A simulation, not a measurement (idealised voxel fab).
process module | voxel capacitor over wiring
cross-section cut | 235 nm wide | cells 5 nm
A cross-section is a grid of square cells, given in bands from the top down. A band is one or more rows of cells.
Each band's line starts with the height of the band's top and of its bottom, in nm. Then come its materials from left to right, each with its width in nm. One material with "throughout" fills the band from edge to edge. "air" is empty space.
Height 0 is the level under which the wafer as received is all one material. The lowest band goes on downwards, as in "0 down".
A width such as "30 to 40" changes by the same amount from each row of cells to the next, from the band's top row to its bottom row.
"no change" after a step means that no cell of the cross-section changed.
closed voids: empty space of 8 cells or more with no open way to the top, each as width x height at its distance from the left edge, in nm
after a step's settings: what the simulator itself notes on the step
overlay nm, on a step with a mask: how far to the right of its planned place the mask lay; to the left if negative
plan
1 op RECEIVE | material Si
2 op CONFORMAL_DEP | material SiO2 | thk nm 10
3 op DIRECTIONAL_DEP | material TiN | thk nm 5
4 op DIRECTIONAL_DEP | material Ru | thk nm 20
5 op MASKED_ETCH | tone cover | mask id METAL_1 | width nm 25 | pitch nm 75 | etch materials Ru | depth nm 20 | overlay nm 0
6 op MASKED_ETCH | tone cover | mask id METAL_1 | width nm 25 | pitch nm 75 | etch materials TiN | depth nm 5 | overlay nm 0
7 op FILL_DEP | material lowk | thk nm 5
8 op CMP | height nm 35
9 op CONFORMAL_DEP | material SiCN | thk nm 5
10 op DIRECTIONAL_DEP | material SiO2 | thk nm 10
11 op PATTERN | tone open | mask id PLUG_1 | material resist | width nm 15 | thk nm 20 | overlay nm 0
12 op DIRECTIONAL_ETCH | etch materials SiO2 | depth nm 10
13 op DIRECTIONAL_ETCH | etch materials SiCN | depth nm 5
14 op STRIP | etch materials resist
15 op CONFORMAL_DEP | material TiN | thk nm 5
16 op FILL_DEP | material Ru | thk nm 5
17 op CMP | height nm 50
18 op DIRECTIONAL_DEP | material TiN | thk nm 10
19 op DIRECTIONAL_DEP | material SiN | thk nm 5
20 op DIRECTIONAL_DEP | material TiN | thk nm 10
21 op MASKED_ETCH | tone cover | mask id UPPER_PLATE | width nm 55 | etch materials TiN | depth nm 10 | overlay nm 0
22 op MASKED_ETCH | tone cover | mask id UPPER_PLATE | width nm 55 | etch materials SiN | depth nm 5 | overlay nm 0
23 op PATTERN | tone cover | mask id LOWER_PLATE | material resist | width nm 65 | thk nm 20 | overlay nm 0
24 op DIRECTIONAL_ETCH | etch materials TiN | depth nm 10
25 op STRIP | etch materials resist
26 op FILL_DEP | material SiO2 | thk nm 15
27 op CMP | height nm 85
28 op PATTERN | tone open | mask id PLUG_2 | material resist | width nm 15 | thk nm 15 | overlay nm 0
29 op DIRECTIONAL_ETCH | etch materials SiO2 | depth nm 10
30 op STRIP | etch materials resist
31 op CONFORMAL_DEP | material TiN | thk nm 5
32 op FILL_DEP | material Ru | thk nm 5
33 op CMP | height nm 85
34 op CONFORMAL_DEP | material SiN | thk nm 5
as received, after step 1
  0 down: Si throughout
  closed voids: none
first wafer at the end, as planned
  90 to 85: SiN throughout
  85 to 80: SiO2 85 | TiN 5 | Ru 5 | TiN 5 | SiO2 135
  80 to 75: SiO2 85 | TiN 15 | SiO2 135
  75 to 65: SiO2 75 | TiN 55 | SiO2 105
  65 to 60: SiO2 75 | SiN 55 | SiO2 105
  60 to 50: SiO2 70 | TiN 65 | SiO2 100
  50 to 40: SiO2 75 | TiN 5 | Ru 5 | TiN 5 | SiO2 145
  40 to 35: SiCN 75 | TiN 15 | SiCN 145
  35 to 15: lowk 65 | Ru 25 | lowk 50 | Ru 25 | lowk 70
  15 to 10: lowk 65 | TiN 25 | lowk 50 | TiN 25 | lowk 70
  10 to 0: SiO2 throughout
  0 down: Si throughout
  closed voids: none
second wafer at the end: like start, like plan, one mistake
  90 to 85: SiN throughout
  85 to 80: SiO2 85 | TiN 5 | Ru 5 | TiN 5 | SiO2 135
  80 to 75: SiO2 85 | TiN 15 | SiO2 135
  75 to 70: SiO2 throughout
  70 to 60: SiO2 75 | TiN 55 | SiO2 105
  60 to 50: SiO2 70 | TiN 65 | SiO2 100
  50 to 40: SiO2 75 | TiN 5 | Ru 5 | TiN 5 | SiO2 145
  40 to 35: SiCN 75 | TiN 15 | SiCN 145
  35 to 15: lowk 65 | Ru 25 | lowk 50 | Ru 25 | lowk 70
  15 to 10: lowk 65 | TiN 25 | lowk 50 | TiN 25 | lowk 70
  10 to 0: SiO2 throughout
  0 down: Si throughout
  closed voids: none
what went wrong: step 19 was left out
at the end the second wafer has, in cells: 11 fewer of SiN | 11 more of SiO2
